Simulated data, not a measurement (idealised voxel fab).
The process module presented herein is designated voxel plated lines.
For reference, the cross-section in this document is cut, with width 240 nm and square cells of 5 nm.
If you're reading a cross-section in this doc, picture square cells in a grid; it comes to you as bands, top ones listed first down to the bottom, and a band can be one or more rows of cells.
Read a band's entry like this: the first values are the height of its top and the height of its bottom in nm, and what follows is the sequence of materials from left to right, each with its width in nm. Note that "air" is empty space, and that a single material marked "all across" reaches across the band from edge to edge.
Heights are expressed relative to 0, this being the level below which the as-received wafer comprises one material exclusively. The lowest band is unbounded in the downward direction and is denoted as in "top 0, no bottom".
So if you see something like "30->40" for the width, read it as the top row of the band sitting at the first number and the bottom row at the second, with every row in between moving by the same amount as the last.
"nothing got changed" after a step means that no cell of the cross-section changed.
Under "Closed void register" you'll find the enclosed gaps, the ones with no way out to the top, that are 8 cells or bigger; each reads width x height at distance, with distance counted from the left edge, everything in nm.
What comes after the settings on a step's line is commentary from the simulator itself on that step.
The line of a step may include "overlay nm". On a step with a mask, this value is how far to the right of its planned place the mask lay. A negative value means the mask lay to the left.
Process steps - plan
1) RECEIVE,material Si
2) CONFORMAL_DEP,material SiO2,thk nm 5
3) DIRECTIONAL_DEP,material TiN,thk nm 5
4) PATTERN,tone open,mask id LINES,material resist,width nm 20,pitch nm 50,thk nm 15,overlay nm 0
5) EPI,material Ru,thk nm 5
6) STRIP,etch materials resist
7) DIRECTIONAL_ETCH,etch materials TiN,depth nm 5
8) CONFORMAL_DEP,material SiN,thk nm 5
Step 1 complete: cross-section of the wafer as received
  top 0, no bottom: Si all across
  Closed void register: none
End-of-module cross-section. Starting structure and process plan as above; one mistake made in running it
  top 15, bottom 10: SiN all across
  top 10, bottom 5: SiO2 all across
  top 5, bottom 0: TiN all across
  top 0, no bottom: Si all across
  Closed void register: none
what went wrong: steps 2 and 3 swapped
